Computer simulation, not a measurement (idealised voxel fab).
Process module, titled voxel local oxidation
The cross-section on display is named cut; it measures 280 nm wide, and its cells are 5 nm squares.
A cross-section in this document is a grid of square cells, and it is written down as bands, the top band listed before the ones below it; a band is made up of one or more rows of cells.
The entry gives the band's vertical extent as a top height and a bottom height in nm, then its horizontal make-up as materials from left to right, each with a width in nm. "blank" stands for empty space; a single material marked "throughout" fills the band edge to edge.
Heights from 0 (as-received wafer is one material below). Bottom band endless downward, as "0 nm and below".
A two-number width, for instance "30->40", indicates that the width is equal to the first number in the top row of the band and to the second number in the bottom row, and that it changes by a constant amount per row of cells.
Basically "changes: none" means that step didn't change any cell in the cross-section.
Under "Closed empty spaces" you'll find the enclosed gaps, the ones with no way out to the top, that are 8 cells or bigger; each reads width x height at distance, with distance counted from the left edge, everything in nm.
On each step's line, the part that comes after the settings is the simulator's own comment on the step.
overlay nm: where the mask lay relative to plan, measured to the right, on steps with a mask; negatives go left.

Below is the list of planned process steps
| 1 | RECEIVE (material Si) |
| 2 | CONFORMAL_DEP (material SiO2; thk nm 5) |
| 3 | CONFORMAL_DEP (material SiN; thk nm 10) |
| 4 | DIRECTIONAL_DEP (material aC; thk nm 15) |
| 5 | PATTERN (tone cover; mask id ACTIVE; material resist; width nm 90; thk nm 35; overlay nm 0) |
| 6 | DIRECTIONAL_ETCH (etch materials aC; depth nm 15) |
| 7 | STRIP (etch materials resist) |
| 8 | DIRECTIONAL_ETCH (etch materials SiN; depth nm 10) |
| 9 | STRIP (etch materials aC) |
| 10 | SELECTIVE_ETCH (etch materials SiO2; depth nm 5) |
| 11 | OXIDIZE (depth nm 15) |
| 12 | STRIP (etch materials SiN) |

Wafer at receipt (post step 1), cross-section
    0 nm and below = Si throughout
    Closed empty spaces: none

The cross-section shown corresponds to the wafer at the conclusion of the module. The initial structure and the process plan are those presented above; however, one mistake occurred in executing the plan
    5 nm to 0 nm = SiO2=90; blank=100; SiO2=90
    0 nm to -15 nm = Si=75; SiO2=130; Si=75
    -15 nm and below = Si throughout
    Closed empty spaces: none
The mistake made against the process plan was this: step 5 ran as: PATTERN (tone open; mask id ACTIVE; material resist; width nm 90; thk nm 35; overlay nm 0)
